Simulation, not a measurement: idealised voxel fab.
The document below concerns the process module designated voxel self aligned contacts.
cross-section cut | 225 nm wide | cells 5 nm
Bands, listed from the top down, are how a cross-section gets written in this document; the cross-section itself is a grid of square cells, and a band is one or more rows of them. Basically the band line says how high the top is and how high the bottom is, in nm, and then what's in it from left to right, every material with its width in nm. Empty space shows up as "empty", and if a single material carries "everywhere" it runs the full band edge to edge. Heights are measured from 0, the level below which the as-received wafer is all one material; the lowest band has no bottom and continues downward, written as in "0..down". You'd read "30 to 40" like this: the band's top row of cells is as wide as the first number, its bottom row is as wide as the second, and going down, every row changes width by the same amount as the row before did. It should be understood that the words "left unchanged", when stated for a given step, signify that the cross-section underwent no change in any of its cells during that step. In "Unvented cavities" the enclosed voids are listed, meaning empty spaces of 8 cells or larger without any opening to the top. The form is width x height at distance, distance from the left edge, units nm. On each step's line, the part that comes after the settings is the simulator's own comment on the step. "overlay nm", when on a step's line for a step with a mask, measures how far to the right of its planned place the mask lay; a negative measure means to the left.

# Planned process steps
1. RECEIVE (material Si)
2. OXIDIZE (depth nm 5)
3. DIRECTIONAL_DEP (material polySi; thk nm 20)
4. DIRECTIONAL_DEP (material SiN; thk nm 25)
5. DIRECTIONAL_DEP (material aC; thk nm 10)
6. PATTERN (tone cover; mask id GATE; material resist; width nm 25; pitch nm 70; thk nm 25; overlay nm 0)
7. DIRECTIONAL_ETCH (etch materials aC; depth nm 10)
8. STRIP (etch materials resist)
9. DIRECTIONAL_ETCH (etch materials SiN; depth nm 25)
10. DIRECTIONAL_ETCH (etch materials polySi; depth nm 20)
11. STRIP (etch materials aC)
12. CONFORMAL_DEP (material SiN; thk nm 10)
13. DIRECTIONAL_ETCH (etch materials SiN; depth nm 10)
14. FILL_DEP (material SiO2; thk nm 15)
15. CMP (height nm 50)
16. DIRECTIONAL_DEP (material aC; thk nm 10)
17. PATTERN (tone open; mask id CONTACT; material resist; width nm 55; pitch nm 70; thk nm 30; overlay nm 0)
18. DIRECTIONAL_ETCH (etch materials aC; depth nm 10)
19. STRIP (etch materials resist)
20. DIRECTIONAL_ETCH (etch materials SiO2; depth nm 55)
21. STRIP (etch materials aC)
22. CONFORMAL_DEP (material TiN; thk nm 5)
23. FILL_DEP (material Ru; thk nm 10)
24. CMP (height nm 50)
25. CONFORMAL_DEP (material SiN; thk nm 5)

# Here's what the wafer looked like in cross-section when it arrived - that's after step 1
	0..down: Si everywhere
	Unvented cavities: none

# First of two wafers at the end of the module, shown in cross-section; run carried out as planned
	55..50: SiN everywhere
	50..45: SiO2 (50)  TiN (20)  Ru (15)  TiN (20)  SiO2 (15)  TiN (20)  Ru (15)  TiN (20)  SiO2 (50)
	45..20: SiO2 (20)  SiN (45)  TiN (5)  Ru (15)  TiN (5)  SiN (45)  TiN (5)  Ru (15)  TiN (5)  SiN (45)  SiO2 (20)
	20..0: SiO2 (20)  SiN (10)  polySi (25)  SiN (10)  TiN (5)  Ru (15)  TiN (5)  SiN (10)  polySi (25)  SiN (10)  TiN (5)  Ru (15)  TiN (5)  SiN (10)  polySi (25)  SiN (10)  SiO2 (20)
	0..-5: SiO2 (65)  TiN (25)  SiO2 (45)  TiN (25)  SiO2 (65)
	-5..down: Si everywhere
	Unvented cavities: none

# Cross-section at end of module for the second wafer of two, which matched the first in starting point and plan and differed by one mistake in its processing
	55..50: SiN everywhere
	50..45: SiO2 (45)  TiN (25)  Ru (15)  TiN (15)  SiO2 (15)  TiN (25)  Ru (15)  TiN (15)  SiO2 (55)
	45..20: SiO2 (20)  SiN (45)  TiN (5)  Ru (15)  TiN (5)  SiN (45)  TiN (5)  Ru (15)  TiN (5)  SiN (45)  SiO2 (20)
	20..0: SiO2 (20)  SiN (10)  polySi (25)  SiN (10)  TiN (5)  Ru (15)  TiN (5)  SiN (10)  polySi (25)  SiN (10)  TiN (5)  Ru (15)  TiN (5)  SiN (10)  polySi (25)  SiN (10)  SiO2 (20)
	0..-5: SiO2 (65)  TiN (25)  SiO2 (45)  TiN (25)  SiO2 (65)
	-5..down: Si everywhere
	Unvented cavities: none
The mistake made against the process plan was this: note that step 17 departed from the planned setting and was carried out as PATTERN (tone open; mask id CONTACT; material resist; width nm 55; pitch nm 70; thk nm 30; overlay nm -5)
Upon completion, the cell count for each material on the second wafer equals that on the first, whereas the spatial distribution of those cells differs.
